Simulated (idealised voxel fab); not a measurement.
Name of the process module below: voxel self aligned vias
Section shown: cut. Width: 255 nm. Cell size: 5 nm, square.
How to read a cross-section here: the picture is a grid of square cells, written as bands going from the top down, and any band can span one or more rows of cells. First you get the band's top height and its bottom height, in nm, and then the materials it's made of, left to right, with each width in nm. If you see a single material with "full width", that one covers the band edge to edge. "air" is empty space. Basically, 0 is our baseline, since under it the wafer straight out of the box is all one material. The bottom band has no lower end and keeps on going down, so it looks like "0 -> down". A width given as "30->40" starts at the first number in the band's top row and ends at the second number in its bottom row, shifting by an equal amount at every step from row to row. The designation "no change", where it is given for a processing step, indicates that no cell of the cross-section was altered in the course of that step. The list in "Completely enclosed voids" covers empty spaces of 8 cells or more that cannot reach the top through any open way, and it gives each as width x height at distance; the distance is from the left edge, and width, height and distance are in nm. Whatever follows a step's settings on its line is a remark the simulator itself makes about that step. overlay nm: mask offset rightward from planned place, masked step; negative means leftward offset.
-- This section lists the process steps that were planned
1,RECEIVE [material Si]
2,CONFORMAL_DEP [material SiO2] [thk nm 15]
3,CONFORMAL_DEP [material SiCN] [thk nm 5]
4,DIRECTIONAL_DEP [material lowk] [thk nm 25]
5,PATTERN [tone open] [mask id LINES] [material resist] [width nm 30] [pitch nm 70] [thk nm 15] [overlay nm 0]
6,DIRECTIONAL_ETCH [etch materials lowk] [depth nm 25]
7,STRIP [etch materials resist]
8,CONFORMAL_DEP [material TiN] [thk nm 5]
9,FILL_DEP [material W] [thk nm 10]
10,CMP [height nm 45]
11,SELECTIVE_ETCH [etch materials W Ru TiN] [depth nm 5]
12,FILL_DEP [material SiN] [thk nm 5]
13,CMP [height nm 45]
14,DIRECTIONAL_DEP [material lowk] [thk nm 15]
15,DIRECTIONAL_DEP [material aC] [thk nm 15]
16,PATTERN [tone open] [mask id VIAS] [material resist] [width nm 50] [pitch nm 70] [thk nm 30] [overlay nm 0]
17,DIRECTIONAL_ETCH [etch materials aC] [depth nm 15]
18,STRIP [etch materials resist]
19,DIRECTIONAL_ETCH [etch materials lowk] [depth nm 15]
20,DIRECTIONAL_ETCH [etch materials SiN] [depth nm 5]
21,STRIP [etch materials aC]
22,CONFORMAL_DEP [material TiN] [thk nm 5]
23,FILL_DEP [material Cu] [thk nm 10]
24,CMP [height nm 60]
25,CONFORMAL_DEP [material SiN] [thk nm 5]
-- Cross-section of the wafer upon arrival, representing the state reached after step 1
* 0 -> down | Si full width
* Completely enclosed voids: none
-- Sectioned view, first of two wafers, at the close of the module, processed as intended in the plan
* 65 -> 60 | SiN full width
* 60 -> 50 | lowk 65, TiN 5, Cu 40, TiN 5, lowk 20, TiN 5, Cu 40, TiN 5, lowk 70
* 50 -> 45 | lowk 65, TiN 15, Cu 20, TiN 15, lowk 20, TiN 15, Cu 20, TiN 15, lowk 70
* 45 -> 40 | lowk 75, TiN 30, lowk 40, TiN 30, lowk 80
* 40 -> 25 | lowk 75, TiN 5, W 20, TiN 5, lowk 40, TiN 5, W 20, TiN 5, lowk 80
* 25 -> 20 | lowk 75, TiN 30, lowk 40, TiN 30, lowk 80
* 20 -> 15 | SiCN full width
* 15 -> 0 | SiO2 full width
* 0 -> down | Si full width
* Completely enclosed voids: none
-- End-of-module cross-section of the second wafer: identical starting point and process plan to the first, with one processing mistake
* 65 -> 60 | SiN full width
* 60 -> 50 | lowk 65, TiN 5, Cu 40, TiN 5, lowk 20, TiN 5, Cu 40, TiN 5, lowk 70
* 50 -> 45 | lowk 65, TiN 15, Cu 20, TiN 15, lowk 20, TiN 15, Cu 20, TiN 15, lowk 70
* 45 -> 40 | lowk 75, TiN 30, lowk 40, TiN 30, lowk 80
* 40 -> 25 | lowk 75, TiN 5, W 20, TiN 5, lowk 40, TiN 5, W 20, TiN 5, lowk 80
* 25 -> 20 | lowk 75, TiN 30, lowk 40, TiN 30, lowk 80
* 20 -> 5 | SiO2 full width
* 5 -> 0 | SiCN full width
* 0 -> down | Si full width
* Completely enclosed voids: none
The mistake made against the process plan was this: steps 2 and 3 were swapped
At the end, the second wafer has the same number of cells of each material as the first, but those cells sit in other places.
